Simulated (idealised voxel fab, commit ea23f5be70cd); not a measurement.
The document below concerns the process module designated voxel trench capacitor.
The figure presents cross-section cut, which has a width of 290 nm and is divided into square cells with an edge length of 5 nm.
Bands, listed from the top down, are how a cross-section gets written in this document; the cross-section itself is a grid of square cells, and a band is one or more rows of them. It is stipulated that each band's entry specify, in nanometres, the height of the top of the band and then that of its bottom, followed by the materials of the band in left-to-right sequence, each together with its width in nanometres. A single material marked by the word "all across" is understood to fill the band from edge to edge; the word "air" is understood to denote empty space. Height datum 0, below which the as-received substrate wafer is one material. Lowest band open at the bottom, running downward: "0 down". You'd read "30..40" like this: the band's top row of cells is as wide as the first number, its bottom row is as wide as the second, and going down, every row changes width by the same amount as the row before did. "left unchanged" (step): cross-section cells unchanged, all of them. In "Fully enclosed voids" the enclosed voids are listed, meaning empty spaces of 8 cells or larger without any opening to the top. The form is width x height at distance, distance from the left edge, units nm. On a step's line, text after the settings is the simulator commenting on that step. The line of a step may include "overlay nm". On a step with a mask, this value is how far to the right of its planned place the mask lay. A negative value means the mask lay to the left.

## Process steps (planned)
1) RECEIVE [material Si]
2) CONFORMAL_DEP [material SiN] [thk nm 5]
3) DIRECTIONAL_DEP [material aC] [thk nm 15]
4) PATTERN [tone open] [mask id TRENCH] [material resist] [width nm 20] [pitch nm 35] [thk nm 30] [overlay nm 0]
5) DIRECTIONAL_ETCH [etch materials aC] [depth nm 15]
6) STRIP [etch materials resist]
7) DIRECTIONAL_ETCH [etch materials SiN] [depth nm 5]
8) DIRECTIONAL_ETCH [etch materials Si] [depth nm 30]
9) STRIP [etch materials aC]
10) CONFORMAL_DEP [material Al2O3] [thk nm 5]
11) FILL_DEP [material polySi] [thk nm 10]
12) CMP [height nm 5]

## Cross-section: wafer on arrival = after step 1
* 0 down = Si all across
* Fully enclosed voids: none

## The first of two wafers, cross-sectioned at the end of the module, with the run proceeding as planned
* 5 to 0 = SiN=115, then Al2O3=5, then polySi=10, then Al2O3=5, then SiN=15, then Al2O3=5, then polySi=10, then Al2O3=5, then SiN=120
* 0 to -25 = Si=115, then Al2O3=5, then polySi=10, then Al2O3=5, then Si=15, then Al2O3=5, then polySi=10, then Al2O3=5, then Si=120
* -25 to -30 = Si=115, then Al2O3=20, then Si=15, then Al2O3=20, then Si=120
* -30 down = Si all across
* Fully enclosed voids: none

## second wafer at the end: like start, like plan, one mistake
* 5 to 0 = polySi=115, then Al2O3=5, then polySi=10, then Al2O3=5, then polySi=15, then Al2O3=5, then polySi=10, then Al2O3=5, then polySi=120
* 0 to -20 = Si=115, then Al2O3=5, then polySi=10, then Al2O3=5, then Si=15, then Al2O3=5, then polySi=10, then Al2O3=5, then Si=120
* -20 to -25 = Si=115, then Al2O3=20, then Si=15, then Al2O3=20, then Si=120
* -25 down = Si all across
* Fully enclosed voids: none
Where did the run depart from the plan? step 2, actual vs plan mismatch, actual run CONFORMAL_DEP [material polySi] [thk nm 5]
Final difference in cells, second wafer against first, listed per material as more or fewer: -4 Al2O3; +8 Si; -50 SiN; +46 polySi
